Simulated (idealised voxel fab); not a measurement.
Documented hereafter: the process module known as voxel spacer lines.
Square cell edge 5 nm, section width 225 nm, ID cut.
This document writes a cross-section as a grid whose cells are square, and gives it as bands, listed from the top down; one or more rows of cells form a band. Each band's line starts with the height of the band's top and of its bottom, in nm. Then come its materials from left to right, each with its width in nm. One material with "throughout" fills the band from edge to edge. "blank" is empty space. All heights in this document are referenced to 0, defined as the level beneath which the wafer, as received, consists entirely of one material. The lowest band is not bounded below; it extends indefinitely downward and is written in the form "0 -> down". The expression "30..40" gives the width at the extremes of the band, the first number at its top row of cells and the second at its bottom row, with the width changing by equal amounts from each row to the next in between. "same as before" (step): cross-section cells unchanged, all of them. "Cavities, closed" enumerates empty spaces isolated from the top, with no open way to it, that contain at least 8 cells, giving each as width x height at distance from the left edge, all three in nm. It should be noted that, on the line of a given step, the content following the step's settings is a remark produced by the simulator itself with respect to that step. "overlay nm" on a masked step: distance the mask lay right of its planned place, negative for left.

## Process steps (planned)
| 1 | RECEIVE: material Si |
| 2 | CONFORMAL_DEP: material Al2O3, thk nm 5 |
| 3 | DIRECTIONAL_DEP: material W, thk nm 10 |
| 4 | DIRECTIONAL_DEP: material aC, thk nm 30 |
| 5 | PATTERN: tone cover, mask id MANDREL, material resist, width nm 25, pitch nm 70, thk nm 40, overlay nm 0 |
| 6 | DIRECTIONAL_ETCH: etch materials aC, depth nm 30 |
| 7 | STRIP: etch materials resist |
| 8 | CONFORMAL_DEP: material SiO2, thk nm 10 |
| 9 | DIRECTIONAL_ETCH: etch materials SiO2, depth nm 10 |
| 10 | STRIP: etch materials aC |
| 11 | DIRECTIONAL_ETCH: etch materials W, depth nm 10 |
| 12 | STRIP: etch materials SiO2 |
| 13 | FILL_DEP: material SiO2, thk nm 5 |
| 14 | CMP: height nm 15 |

## On the first of the two wafers: run conducted according to plan

## So this is the incoming wafer in cross-section - it's already been through step 1
	0 -> down  Si throughout
	Cavities, closed: none

## After step 2: wafer cross-section
	5 -> 0  Al2O3 throughout
	No changes below 0.

## After step 3: wafer cross-section
	15 -> 5  W throughout
	No changes below 5.

## After step 4: wafer cross-section
	45 -> 15  aC throughout
	No changes below 15.

## After step 5: wafer cross-section
	85 -> 45  30 of blank / 25 of resist / 45 of blank / 25 of resist / 45 of blank / 25 of resist / 30 of blank
	No changes below 45.

## After step 6: wafer cross-section
	55 -> 45  30 of blank / 25 of resist / 45 of blank / 25 of resist / 45 of blank / 25 of resist / 30 of blank
	45 -> 15  30 of blank / 25 of aC / 45 of blank / 25 of aC / 45 of blank / 25 of aC / 30 of blank
	No changes below 15.

## After step 7: wafer cross-section
	45 -> 15  30 of blank / 25 of aC / 45 of blank / 25 of aC / 45 of blank / 25 of aC / 30 of blank
	No changes below 15.

## After step 8: wafer cross-section
	55 -> 45  20 of blank / 45 of SiO2 / 25 of blank / 45 of SiO2 / 25 of blank / 45 of SiO2 / 20 of blank
	45 -> 25  20 of blank / 10 of SiO2 / 25 of aC / 10 of SiO2 / 25 of blank / 10 of SiO2 / 25 of aC / 10 of SiO2 / 25 of blank / 10 of SiO2 / 25 of aC / 10 of SiO2 / 20 of blank
	25 -> 15  30 of SiO2 / 25 of aC / 45 of SiO2 / 25 of aC / 45 of SiO2 / 25 of aC / 30 of SiO2
	No changes below 15.

## After step 9: wafer cross-section
	45 -> 15  20 of blank / 10 of SiO2 / 25 of aC / 10 of SiO2 / 25 of blank / 10 of SiO2 / 25 of aC / 10 of SiO2 / 25 of blank / 10 of SiO2 / 25 of aC / 10 of SiO2 / 20 of blank
	No changes below 15.

## After step 10: wafer cross-section
	45 -> 15  20 of blank / 10 of SiO2 / 25 of blank / 10 of SiO2 / 25 of blank / 10 of SiO2 / 25 of blank / 10 of SiO2 / 25 of blank / 10 of SiO2 / 25 of blank / 10 of SiO2 / 20 of blank
	No changes below 15.

## After step 11: wafer cross-section
	45 -> 15  20 of blank / 10 of SiO2 / 25 of blank / 10 of SiO2 / 25 of blank / 10 of SiO2 / 25 of blank / 10 of SiO2 / 25 of blank / 10 of SiO2 / 25 of blank / 10 of SiO2 / 20 of blank
	15 -> 5  20 of blank / 10 of W / 25 of blank / 10 of W / 25 of blank / 10 of W / 25 of blank / 10 of W / 25 of blank / 10 of W / 25 of blank / 10 of W / 20 of blank
	No changes below 5.

## After step 12: wafer cross-section
	15 -> 5  20 of blank / 10 of W / 25 of blank / 10 of W / 25 of blank / 10 of W / 25 of blank / 10 of W / 25 of blank / 10 of W / 25 of blank / 10 of W / 20 of blank
	No changes below 5.

## After step 13: wafer cross-section
	20 -> 15  SiO2 throughout
	15 -> 5  20 of SiO2 / 10 of W / 25 of SiO2 / 10 of W / 25 of SiO2 / 10 of W / 25 of SiO2 / 10 of W / 25 of SiO2 / 10 of W / 25 of SiO2 / 10 of W / 20 of SiO2
	No changes below 5.

## After step 14: wafer cross-section
	15 -> 5  20 of SiO2 / 10 of W / 25 of SiO2 / 10 of W / 25 of SiO2 / 10 of W / 25 of SiO2 / 10 of W / 25 of SiO2 / 10 of W / 25 of SiO2 / 10 of W / 20 of SiO2
	No changes below 5.

## The second wafer: identical to the first at the outset and in its planned sequence, differing only in that one mistake was made during processing; up to and including step 1, its path is the first wafer's path

## Planned end of step 2: second wafer, cross-section
	5 -> 0  W throughout
	No changes below 0.

## Planned end of step 3: second wafer, cross-section
	15 -> 0  W throughout
	No changes below 0.

## Planned end of step 4: second wafer, cross-section
	45 -> 15  aC throughout
	No changes below 15.

## Planned end of step 5: second wafer, cross-section
	85 -> 45  30 of blank / 25 of resist / 45 of blank / 25 of resist / 45 of blank / 25 of resist / 30 of blank
	No changes below 45.

## Planned end of step 6: second wafer, cross-section
	55 -> 45  30 of blank / 25 of resist / 45 of blank / 25 of resist / 45 of blank / 25 of resist / 30 of blank
	45 -> 15  30 of blank / 25 of aC / 45 of blank / 25 of aC / 45 of blank / 25 of aC / 30 of blank
	No changes below 15.

## Planned end of step 7: second wafer, cross-section
	45 -> 15  30 of blank / 25 of aC / 45 of blank / 25 of aC / 45 of blank / 25 of aC / 30 of blank
	No changes below 15.

## Planned end of step 8: second wafer, cross-section
	55 -> 45  20 of blank / 45 of SiO2 / 25 of blank / 45 of SiO2 / 25 of blank / 45 of SiO2 / 20 of blank
	45 -> 25  20 of blank / 10 of SiO2 / 25 of aC / 10 of SiO2 / 25 of blank / 10 of SiO2 / 25 of aC / 10 of SiO2 / 25 of blank / 10 of SiO2 / 25 of aC / 10 of SiO2 / 20 of blank
	25 -> 15  30 of SiO2 / 25 of aC / 45 of SiO2 / 25 of aC / 45 of SiO2 / 25 of aC / 30 of SiO2
	No changes below 15.

## Planned end of step 9: second wafer, cross-section
	45 -> 15  20 of blank / 10 of SiO2 / 25 of aC / 10 of SiO2 / 25 of blank / 10 of SiO2 / 25 of aC / 10 of SiO2 / 25 of blank / 10 of SiO2 / 25 of aC / 10 of SiO2 / 20 of blank
	No changes below 15.

## Planned end of step 10: second wafer, cross-section
	45 -> 15  20 of blank / 10 of SiO2 / 25 of blank / 10 of SiO2 / 25 of blank / 10 of SiO2 / 25 of blank / 10 of SiO2 / 25 of blank / 10 of SiO2 / 25 of blank / 10 of SiO2 / 20 of blank
	No changes below 15.

## Planned end of step 11: second wafer, cross-section
	45 -> 15  20 of blank / 10 of SiO2 / 25 of blank / 10 of SiO2 / 25 of blank / 10 of SiO2 / 25 of blank / 10 of SiO2 / 25 of blank / 10 of SiO2 / 25 of blank / 10 of SiO2 / 20 of blank
	15 -> 5  20 of blank / 10 of W / 25 of blank / 10 of W / 25 of blank / 10 of W / 25 of blank / 10 of W / 25 of blank / 10 of W / 25 of blank / 10 of W / 20 of blank
	No changes below 5.

## Planned end of step 12: second wafer, cross-section
	15 -> 5  20 of blank / 10 of W / 25 of blank / 10 of W / 25 of blank / 10 of W / 25 of blank / 10 of W / 25 of blank / 10 of W / 25 of blank / 10 of W / 20 of blank
	No changes below 5.

## Planned end of step 13: second wafer, cross-section
	20 -> 15  SiO2 throughout
	15 -> 5  20 of SiO2 / 10 of W / 25 of SiO2 / 10 of W / 25 of SiO2 / 10 of W / 25 of SiO2 / 10 of W / 25 of SiO2 / 10 of W / 25 of SiO2 / 10 of W / 20 of SiO2
	No changes below 5.

## Planned end of step 14: second wafer, cross-section
	15 -> 5  20 of SiO2 / 10 of W / 25 of SiO2 / 10 of W / 25 of SiO2 / 10 of W / 25 of SiO2 / 10 of W / 25 of SiO2 / 10 of W / 25 of SiO2 / 10 of W / 20 of SiO2
	No changes below 5.
Where did the run depart from the plan? step 2 ran with different settings than intended, the actual operation and settings being CONFORMAL_DEP: material W, thk nm 5
Wafer comparison, final, in cells, second relative to first, materials more or fewer: Al2O3 -45 | W +45
